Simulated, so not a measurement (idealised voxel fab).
The name of this process module is voxel gate over fins.
The cross-section shown here is cut; it is 190 nm wide and divided into square cells measuring 5 nm on a side.
Cross-section spec: square-cell grid; bands listed top down; each band is one or more rows. The band entry comprises the height of the band's top followed by the height of its bottom, expressed in nm, and subsequently the band's materials from left to right, each stated together with its width in nm. Where a single material is marked with the word "all across", that material fills the band from edge to edge. The word "air" represents empty space. A quick word on heights: they are counted from 0, and under that level the wafer as it came to us is one material throughout. The lowest band is different from the rest in having no bottom; it simply continues downward, written as in "0 down". Top row gets the first number, bottom row gets the second, and each row in between changes by the same step: that is how a band width like "30..40" works. Any step labelled "left unchanged" changed none of the cells in the cross-section. The label "Voids, sealed" introduces a list of the empty spaces, 8 cells or larger, that have no open way up to the top; each entry in it reads width x height at distance, where the distance is taken from the left edge and all three are stated in nm. On a step's line, text after the settings is the simulator commenting on that step. "overlay nm" on a masked step: distance the mask lay right of its planned place, negative for left.

# Process steps (planned)
1: RECEIVE (material Si)
2: CONFORMAL_DEP (material SiN; thk nm 5)
3: MASKED_ETCH (tone cover; mask id FINS; width nm 15; pitch nm 50; etch materials SiN; depth nm 5; overlay nm 0)
4: MASKED_ETCH (tone cover; mask id FINS; width nm 15; pitch nm 50; etch materials Si; depth nm 30; overlay nm 0)
5: FILL_DEP (material SiO2; thk nm 5)
6: CMP (height nm 5)
7: DIRECTIONAL_DEP (material aC; thk nm 15)
8: PATTERN (tone open; mask id RAIL; material resist; width nm 15; thk nm 30; overlay nm 0)
9: DIRECTIONAL_ETCH (etch materials aC; depth nm 15)
10: STRIP (etch materials resist)
11: DIRECTIONAL_ETCH (etch materials SiO2; depth nm 30)
12: STRIP (etch materials aC)
13: CONFORMAL_DEP (material TiN; thk nm 5)
14: FILL_DEP (material W; thk nm 5)
15: CMP (height nm 5)
16: SELECTIVE_ETCH (etch materials W Ru TiN; depth nm 25)
17: FILL_DEP (material SiO2; thk nm 5)
18: CMP (height nm 5)
19: SELECTIVE_ETCH (etch materials SiO2; depth nm 15)
20: STRIP (etch materials SiN)
21: CONFORMAL_DEP (material HfO2; thk nm 5)
22: CONFORMAL_DEP (material TiN; thk nm 5)
23: FILL_DEP (material W; thk nm 15)
24: CMP (height nm 20)
25: CONFORMAL_DEP (material SiCN; thk nm 5)
Be aware that, although all wafers share a common starting state, the width nm at step 4 differs among them, and the plan displays the first wafer's value.

# Cut through the first of several wafers as received, post step 1
  0 down = Si all across
  Voids, sealed: none

# Quick key for the table: a row per wafer, taken at the end of the module. For each material it tells you how many cells the wafer gained (+) or lost (-) since it came in, and the closed voids come after
width nm 15, +50 HfO2, -174 Si, +38 SiCN, +113 SiO2, +53 TiN, +110 W, Voids, sealed: none
width nm 20, +50 HfO2, -156 Si, +38 SiCN, +101 SiO2, +53 TiN, +104 W, Voids, sealed: none
width nm 25, +50 HfO2, -138 Si, +38 SiCN, +89 SiO2, +53 TiN, +98 W, Voids, sealed: none
width nm 30, +50 HfO2, -120 Si, +38 SiCN, +77 SiO2, +53 TiN, +92 W, Voids, sealed: none
